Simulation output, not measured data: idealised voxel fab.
The document below concerns the process module designated voxel capacitor over wiring.
Pictured: cross-section cut, 230 nm wide, on a grid of 5 nm square cells.
When this document writes out a cross-section, it uses a grid of square cells and lists it as bands, beginning at the top and moving down, with a band standing for one or more rows of cells.
Per band: top height and bottom height in nm, followed by the left-to-right materials and their widths in nm; "throughout" marks a single material spanning edge to edge, "empty" marks empty space.
For the purposes of this specification, 0 denotes the height below which the wafer in its as-received condition is composed wholly of one material, and the lowermost band, lacking a lower limit, extends downward without end, as expressed in "0..down".
It should be noted that a width expressed as "30 to 40" varies in equal increments from row to row of cells within the band, taking the value of the first number at the top row and that of the second number at the bottom row.
"remains unaltered" for a step: no cell of the cross-section changed in that step.
"Entrapped void list" - sealed voids, min. 8 cells, no opening to top; format: width x height at distance (distance from left edge; nm throughout).
Where a step's line continues beyond its settings, the continuation is a remark by the simulator itself on that step.
"overlay nm", when on a step's line for a step with a mask, measures how far to the right of its planned place the mask lay; a negative measure means to the left.
# plan
1,RECEIVE,material Si
2,CONFORMAL_DEP,material SiO2,thk nm 15
3,CONFORMAL_DEP,material SiCN,thk nm 5
4,DIRECTIONAL_DEP,material lowk,thk nm 15
5,PATTERN,tone open,mask id METAL_1,material resist,width nm 25,pitch nm 75,thk nm 15,overlay nm 0
6,DIRECTIONAL_ETCH,etch materials lowk,depth nm 15
7,DIRECTIONAL_ETCH,etch materials SiCN,depth nm 5
8,STRIP,etch materials resist
9,CONFORMAL_DEP,material TiN,thk nm 5
10,FILL_DEP,material Ru,thk nm 5
11,CMP,height nm 35
12,EPI,material Ru,thk nm 5
13,FILL_DEP,material SiCN,thk nm 5
14,DIRECTIONAL_DEP,material SiO2,thk nm 20
15,DIRECTIONAL_DEP,material aC,thk nm 10
16,PATTERN,tone open,mask id PLUG_1,material resist,width nm 15,thk nm 30,overlay nm 0
17,DIRECTIONAL_ETCH,etch materials aC,depth nm 10
18,STRIP,etch materials resist
19,DIRECTIONAL_ETCH,etch materials SiO2,depth nm 20
20,DIRECTIONAL_ETCH,etch materials SiCN,depth nm 5
21,STRIP,etch materials aC
22,CONFORMAL_DEP,material TiN,thk nm 5
23,FILL_DEP,material W,thk nm 10
24,CMP,height nm 65
25,DIRECTIONAL_DEP,material TiN,thk nm 5
26,DIRECTIONAL_DEP,material HfO2,thk nm 5
27,DIRECTIONAL_DEP,material TiN,thk nm 5
28,MASKED_ETCH,tone cover,mask id UPPER_PLATE,width nm 45,etch materials TiN,depth nm 5,overlay nm 0
29,MASKED_ETCH,tone cover,mask id UPPER_PLATE,width nm 55,etch materials HfO2,depth nm 5,overlay nm 0
30,MASKED_ETCH,tone cover,mask id LOWER_PLATE,width nm 65,etch materials TiN,depth nm 5,overlay nm 0
31,FILL_DEP,material SiO2,thk nm 15
32,CMP,height nm 90
33,MASKED_ETCH,tone open,mask id PLUG_2,width nm 15,etch materials SiO2,depth nm 10,overlay nm 0
34,CONFORMAL_DEP,material TiN,thk nm 5
35,FILL_DEP,material Cu,thk nm 5
36,CMP,height nm 90
37,CONFORMAL_DEP,material SiN,thk nm 5
For this document, wafers share an identical start and vary in the step 28 width nm; the plan quotes the first wafer's value.
# The first of several wafers as received, shown in cross-section; this is its state after step 1
0..down = Si throughout
Entrapped void list: none
# Rows = wafers. At module end, each row lists per material the cells gained (+) or lost (-) since the wafer was received, then the closed voids
width nm 45, +1 Cu, +11 HfO2, +32 Ru, +111 SiCN, +46 SiN, +501 SiO2, +60 TiN, +4 W, +108 lowk, Entrapped void list: none
width nm 50, +1 Cu, +11 HfO2, +32 Ru, +111 SiCN, +46 SiN, +500 SiO2, +61 TiN, +4 W, +108 lowk, Entrapped void list: none
width nm 55, +1 Cu, +11 HfO2, +32 Ru, +111 SiCN, +46 SiN, +499 SiO2, +62 TiN, +4 W, +108 lowk, Entrapped void list: none
width nm 60, +1 Cu, +12 HfO2, +32 Ru, +111 SiCN, +46 SiN, +497 SiO2, +63 TiN, +4 W, +108 lowk, Entrapped void list: none
width nm 65, +1 Cu, +13 HfO2, +32 Ru, +111 SiCN, +46 SiN, +495 SiO2, +64 TiN, +4 W, +108 lowk, Entrapped void list: none
width nm 70, +1 Cu, +14 HfO2, +32 Ru, +111 SiCN, +46 SiN, +493 SiO2, +65 TiN, +4 W, +108 lowk, Entrapped void list: none
